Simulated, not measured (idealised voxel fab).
A process module follows: voxel fin reveal.
Cross-section cut spans 200 nm and uses square cells 5 nm in size.
For the purposes of this document, a cross-section shall be understood as a grid of square cells, specified as bands listed in top-to-bottom order, each band consisting of one or more rows of cells.
Heights first: top, then bottom, in nm. Then materials, left to right, each with a width in nm. "all across" on a single material: fills the band edge to edge. "blank": empty space.
It should be noted that heights are counted from 0, beneath which the wafer as supplied is of one material throughout, and that the lowest band possesses no lower boundary but continues downward, as written in "from 0 down".
Note: "30->40" means the width goes from the first number (top row of the band) to the second number (bottom row) in equal steps per row of cells.
No cell of the cross-section changed in a step that is given as "nothing got changed".
The entry titled "Closed cavity list" provides the empty spaces that have no open way to the top, restricted to those of 8 cells or more. Each is presented as width x height at distance, the distance being measured from the left edge, with all three in nm.
Read whatever lies past the settings on a step's line as the simulator's own remark about the step.
Steps that use a mask can have "overlay nm" on their line. It says how far the mask sat to the right of where it was meant to be. Negative means to the left.
STEPS IN THE PROCESS PLAN
1. RECEIVE: material Si
2. CONFORMAL_DEP: material SiN, thk nm 5
3. MASKED_ETCH: tone cover, mask id FINS, width nm 15, pitch nm 40, etch materials SiN, depth nm 5, overlay nm 0
4. MASKED_ETCH: tone cover, mask id FINS, width nm 15, pitch nm 40, etch materials Si, depth nm 40, overlay nm 0
5. OXIDIZE: depth nm 5
6. FILL_DEP: material SiO2, thk nm 5
7. CMP: height nm 5
8. SELECTIVE_ETCH: etch materials SiO2, depth nm 20
9. STRIP: etch materials SiN
INCOMING WAFER IN CROSS-SECTION (STATE: AFTER STEP 1)
  from 0 down | Si all across
  Closed cavity list: none
FIRST OF TWO WAFERS: CROSS-SECTION AT END OF MODULE, RUN PER PLAN
  from 0 to -15 | blank 55 nm  Si 5 nm  blank 35 nm  Si 5 nm  blank 35 nm  Si 5 nm  blank 60 nm
  from -15 to -45 | SiO2 55 nm  Si 5 nm  SiO2 35 nm  Si 5 nm  SiO2 35 nm  Si 5 nm  SiO2 60 nm
  from -45 down | Si all across
  Closed cavity list: none
CROSS-SECTION, WAFER TWO OF TWO, END OF MODULE: SAME START AND PLAN AS WAFER ONE, ONE ERROR IN EXECUTION
  from 0 to -35 | blank 55 nm  Si 5 nm  blank 35 nm  Si 5 nm  blank 35 nm  Si 5 nm  blank 60 nm
  from -35 to -45 | SiO2 55 nm  Si 5 nm  SiO2 35 nm  Si 5 nm  SiO2 35 nm  Si 5 nm  SiO2 60 nm
  from -45 down | Si all across
  Closed cavity list: none
Deviation from plan: step 8 of the plan was twice carried out
In the final state, the cell counts of the second wafer exceed or fall short of those of the first for the following materials: SiO2 -148
